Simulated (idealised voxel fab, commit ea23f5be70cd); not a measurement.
Process module in this document: voxel released beams
Square cells of 5 nm make up the cross-section cut, whose width is 260 nm.
We lay out every cross-section as a grid of square cells and spell it out in bands from the top down, where one band means one or more rows of cells. The band entry comprises the height of the band's top followed by the height of its bottom, expressed in nm, and subsequently the band's materials from left to right, each stated together with its width in nm. Where a single material is marked with the word "all across", that material fills the band from edge to edge. The word "blank" represents empty space. Counting heights begins at 0, where everything beneath is, in the wafer as received, one material. The lowest band has no bottom; it goes on downwards, as "top 0, no bottom" shows. A two-number width, for instance "30..40", indicates that the width is equal to the first number in the top row of the band and to the second number in the bottom row, and that it changes by a constant amount per row of cells. "left unchanged", as given for a step, is the statement that not any cell of the cross-section underwent a change during that step. "Enclosed internal voids" lists enclosed empty spaces (at least 8 cells, no open path upward to the top), each as width x height at distance from the left edge, in nm. Step line, after settings: the simulator's comment on this step. The line of a step may include "overlay nm". On a step with a mask, this value is how far to the right of its planned place the mask lay. A negative value means the mask lay to the left.
Below is the list of planned process steps:
1 RECEIVE (material Si)
2 CONFORMAL_DEP (material SiN; thk nm 5)
3 DIRECTIONAL_DEP (material SiO2; thk nm 20)
4 DIRECTIONAL_DEP (material aC; thk nm 15)
5 PATTERN (tone open; mask id ANCHOR; material resist; width nm 25; thk nm 35; overlay nm 0)
6 DIRECTIONAL_ETCH (etch materials aC; depth nm 15)
7 STRIP (etch materials resist)
8 DIRECTIONAL_ETCH (etch materials SiO2; depth nm 20)
9 STRIP (etch materials aC)
10 CONFORMAL_DEP (material TiN; thk nm 10)
11 MASKED_ETCH (tone cover; mask id BEAM; width nm 100; etch materials TiN; depth nm 10; overlay nm 0)
12 STRIP (etch materials SiO2)
On the first of the two wafers: run conducted according to plan:
Cross-section, incoming material, after step 1:
	top 0, no bottom = Si all across
	Enclosed internal voids: none
The following cross-section depicts the wafer upon completion of step 2:
	top 5, bottom 0 = SiN all across
	Beneath the level 0, the cross-section is identical to its previous state.
The following cross-section depicts the wafer upon completion of step 3:
	top 25, bottom 5 = SiO2 all across
	Beneath the level 5, the cross-section is identical to its previous state.
The following cross-section depicts the wafer upon completion of step 4:
	top 40, bottom 25 = aC all across
	Beneath the level 25, the cross-section is identical to its previous state.
The following cross-section depicts the wafer upon completion of step 5:
	top 75, bottom 40 = resist 80  blank 25  resist 155
	Beneath the level 40, the cross-section is identical to its previous state.
The following cross-section depicts the wafer upon completion of step 6:
	top 60, bottom 40 = resist 80  blank 25  resist 155
	top 40, bottom 25 = aC 80  blank 25  aC 155
	Beneath the level 25, the cross-section is identical to its previous state.
The following cross-section depicts the wafer upon completion of step 7:
	top 40, bottom 25 = aC 80  blank 25  aC 155
	Beneath the level 25, the cross-section is identical to its previous state.
The following cross-section depicts the wafer upon completion of step 8:
	top 40, bottom 25 = aC 80  blank 25  aC 155
	top 25, bottom 5 = SiO2 80  blank 25  SiO2 155
	Beneath the level 5, the cross-section is identical to its previous state.
The following cross-section depicts the wafer upon completion of step 9:
	top 25, bottom 5 = SiO2 80  blank 25  SiO2 155
	Beneath the level 5, the cross-section is identical to its previous state.
The following cross-section depicts the wafer upon completion of step 10:
	top 35, bottom 25 = TiN 90  blank 5  TiN 165
	top 25, bottom 15 = SiO2 80  TiN 10  blank 5  TiN 10  SiO2 155
	top 15, bottom 5 = SiO2 80  TiN 25  SiO2 155
	Beneath the level 5, the cross-section is identical to its previous state.
The following cross-section depicts the wafer upon completion of step 11:
	top 35, bottom 25 = blank 75  TiN 15  blank 5  TiN 80  blank 85
	Beneath the level 25, the cross-section is identical to its previous state.
The following cross-section depicts the wafer upon completion of step 12:
	top 35, bottom 25 = blank 75  TiN 15  blank 5  TiN 80  blank 85
	top 25, bottom 15 = blank 80  TiN 10  blank 5  TiN 10  blank 155
	top 15, bottom 5 = blank 80  TiN 25  blank 155
	Beneath the level 5, the cross-section is identical to its previous state.
Second wafer - shared start and plan with the first - one error in running - same as the first up to step 3 inclusive:
Cross-section of the second wafer when, according to plan, step 4 should have finished:
	top 40, bottom 25 = SiN all across
	Beneath the level 25, the cross-section is identical to its previous state.
Cross-section of the second wafer when, according to plan, step 5 should have finished:
	top 75, bottom 40 = resist 80  blank 25  resist 155
	Beneath the level 40, the cross-section is identical to its previous state.
Cross-section of the second wafer when, according to plan, step 6 should have finished:
	top 60, bottom 40 = resist 80  blank 25  resist 155
	Beneath the level 40, the cross-section is identical to its previous state.
Cross-section of the second wafer when, according to plan, step 7 should have finished:
	top 40, bottom 25 = SiN all across
	Beneath the level 25, the cross-section is identical to its previous state.
Cross-section of the second wafer when, according to plan, step 8 should have finished: left unchanged
Cross-section of the second wafer when, according to plan, step 9 should have finished: left unchanged
Cross-section of the second wafer when, according to plan, step 10 should have finished:
	top 50, bottom 40 = TiN all across
	Beneath the level 40, the cross-section is identical to its previous state.
Cross-section of the second wafer when, according to plan, step 11 should have finished:
	top 50, bottom 40 = blank 75  TiN 100  blank 85
	Beneath the level 40, the cross-section is identical to its previous state.
Cross-section of the second wafer when, according to plan, step 12 should have finished: left unchanged
Misprocessing identified: step 4 did not use the planned setting and instead ran as DIRECTIONAL_DEP (material SiN; thk nm 15)
Final cells, second wafer relative to first, materials higher or lower: 156 more of SiN; 208 more of SiO2; 16 fewer of TiN
